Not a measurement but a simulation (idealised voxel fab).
Process module heading - voxel ribs on slabs
Square cells of 5 nm make up the cross-section cut, whose width is 155 nm.
The cross-sections in this document take the form of a grid made of square cells. They are written out as bands, in order from top to bottom. Each band consists of one or more rows of cells. Top, bottom (nm), then materials left to right with widths (nm); lone material tagged "throughout" fills the whole band edge to edge; "blank" = empty space. Height is counted from the level 0, under which the received wafer is composed throughout of one material. The lowest of the bands is not closed at the bottom but continues downward, in the notation "0 and below". Width "30 to 40": first value at the band's top row of cells, second value at its bottom row, equal change from row to row. Where a step carries "no change occurred", the cross-section came out of it unchanged, cell for cell. Enclosed voids (no open way to top), threshold 8 cells or more, entry "Enclosed voids", notation width x height at distance, distance from left edge, nm. Heads up: the bit after the settings on a step's line is the simulator's remark on that step. "overlay nm" answers the question of how far to the right of plan the mask lay on a step that has a mask, and when it is negative the answer is to the left.

THE STEPS PLANNED FOR THE PROCESS ARE AS FOLLOWS
| 1 | RECEIVE [material Si] |
| 2 | DIRECTIONAL_DEP [material SiO2] [thk nm 30] |
| 3 | DIRECTIONAL_DEP [material polySi] [thk nm 15] |
| 4 | MASKED_ETCH [tone cover] [mask id RIB] [width nm 20] [etch materials polySi] [depth nm 5] [overlay nm 0] |
| 5 | MASKED_ETCH [tone cover] [mask id SLAB] [width nm 50] [etch materials polySi] [depth nm 10] [overlay nm 0] |
| 6 | FILL_DEP [material SiO2] [thk nm 25] |
| 7 | CMP [height nm 60] |
| 8 | DIRECTIONAL_DEP [material TiN] [thk nm 5] |
| 9 | PATTERN [tone cover] [mask id HEATER] [material resist] [width nm 30] [thk nm 20] [overlay nm 0] |
| 10 | DIRECTIONAL_ETCH [etch materials TiN] [depth nm 5] |
| 11 | STRIP [etch materials resist] |
| 12 | CONFORMAL_DEP [material SiO2] [thk nm 10] |

FIRST OF TWO WAFERS, PROCESSED ACCORDING TO PLAN

SHOWN IN CROSS-SECTION IS THE WAFER AS RECEIVED, THAT IS, AS IT STANDS AFTER STEP 1
> 0 and below  Si throughout
> Enclosed voids: none

STEP 2 COMPLETE: CROSS-SECTION THROUGH THE WAFER
> 30 down to 0  SiO2 throughout
> Under the height 0 nothing was changed.

STEP 3 COMPLETE: CROSS-SECTION THROUGH THE WAFER
> 45 down to 30  polySi throughout
> Under the height 30 nothing was changed.

STEP 4 COMPLETE: CROSS-SECTION THROUGH THE WAFER
> 45 down to 40  blank 65 nm, then polySi 20 nm, then blank 70 nm
> Under the height 40 nothing was changed.

STEP 5 COMPLETE: CROSS-SECTION THROUGH THE WAFER
> 45 down to 40  blank 65 nm, then polySi 20 nm, then blank 70 nm
> 40 down to 30  blank 50 nm, then polySi 50 nm, then blank 55 nm
> Under the height 30 nothing was changed.

STEP 6 COMPLETE: CROSS-SECTION THROUGH THE WAFER
> 70 down to 45  SiO2 throughout
> 45 down to 40  SiO2 65 nm, then polySi 20 nm, then SiO2 70 nm
> 40 down to 30  SiO2 50 nm, then polySi 50 nm, then SiO2 55 nm
> Under the height 30 nothing was changed.

STEP 7 COMPLETE: CROSS-SECTION THROUGH THE WAFER
> 60 down to 45  SiO2 throughout
> Under the height 45 nothing was changed.

STEP 8 COMPLETE: CROSS-SECTION THROUGH THE WAFER
> 65 down to 60  TiN throughout
> Under the height 60 nothing was changed.

STEP 9 COMPLETE: CROSS-SECTION THROUGH THE WAFER
> 85 down to 65  blank 60 nm, then resist 30 nm, then blank 65 nm
> Under the height 65 nothing was changed.

STEP 10 COMPLETE: CROSS-SECTION THROUGH THE WAFER
> 85 down to 65  blank 60 nm, then resist 30 nm, then blank 65 nm
> 65 down to 60  blank 60 nm, then TiN 30 nm, then blank 65 nm
> Under the height 60 nothing was changed.

STEP 11 COMPLETE: CROSS-SECTION THROUGH THE WAFER
> 65 down to 60  blank 60 nm, then TiN 30 nm, then blank 65 nm
> Under the height 60 nothing was changed.

STEP 12 COMPLETE: CROSS-SECTION THROUGH THE WAFER
> 75 down to 70  blank 50 nm, then SiO2 50 nm, then blank 55 nm
> 70 down to 65  SiO2 throughout
> 65 down to 60  SiO2 60 nm, then TiN 30 nm, then SiO2 65 nm
> Under the height 60 nothing was changed.

THE SECOND WAFER: IDENTICAL TO THE FIRST AT THE OUTSET AND IN ITS PLANNED SEQUENCE, DIFFERING ONLY IN THAT ONE MISTAKE WAS MADE DURING PROCESSING; UP TO AND INCLUDING STEP 2, ITS PATH IS THE FIRST WAFER'S PATH

WHEN STEP 3 SHOULD HAVE ENDED
> 60 down to 30  polySi throughout
> Under the height 30 nothing was changed.

WHEN STEP 4 SHOULD HAVE ENDED
> 60 down to 55  blank 65 nm, then polySi 20 nm, then blank 70 nm
> Under the height 55 nothing was changed.

WHEN STEP 5 SHOULD HAVE ENDED
> 60 down to 55  blank 65 nm, then polySi 20 nm, then blank 70 nm
> 55 down to 45  blank 50 nm, then polySi 50 nm, then blank 55 nm
> Under the height 45 nothing was changed.

WHEN STEP 6 SHOULD HAVE ENDED
> 85 down to 60  SiO2 throughout
> 60 down to 55  SiO2 65 nm, then polySi 20 nm, then SiO2 70 nm
> 55 down to 45  SiO2 50 nm, then polySi 50 nm, then SiO2 55 nm
> Under the height 45 nothing was changed.

WHEN STEP 7 SHOULD HAVE ENDED
> 60 down to 55  SiO2 65 nm, then polySi 20 nm, then SiO2 70 nm
> Under the height 55 nothing was changed.

WHEN STEP 8 SHOULD HAVE ENDED
> 65 down to 60  TiN throughout
> Under the height 60 nothing was changed.

WHEN STEP 9 SHOULD HAVE ENDED
> 85 down to 65  blank 60 nm, then resist 30 nm, then blank 65 nm
> Under the height 65 nothing was changed.

WHEN STEP 10 SHOULD HAVE ENDED
> 85 down to 65  blank 60 nm, then resist 30 nm, then blank 65 nm
> 65 down to 60  blank 60 nm, then TiN 30 nm, then blank 65 nm
> Under the height 60 nothing was changed.

WHEN STEP 11 SHOULD HAVE ENDED
> 65 down to 60  blank 60 nm, then TiN 30 nm, then blank 65 nm
> Under the height 60 nothing was changed.

WHEN STEP 12 SHOULD HAVE ENDED
> 75 down to 70  blank 50 nm, then SiO2 50 nm, then blank 55 nm
> 70 down to 65  SiO2 throughout
> 65 down to 60  SiO2 60 nm, then TiN 30 nm, then SiO2 65 nm
> Under the height 60 nothing was changed.
Error vs. plan: step 3 from the plan got run twice
Wafer comparison, final, in cells, second relative to first, materials more or fewer: -93 SiO2, +93 polySi
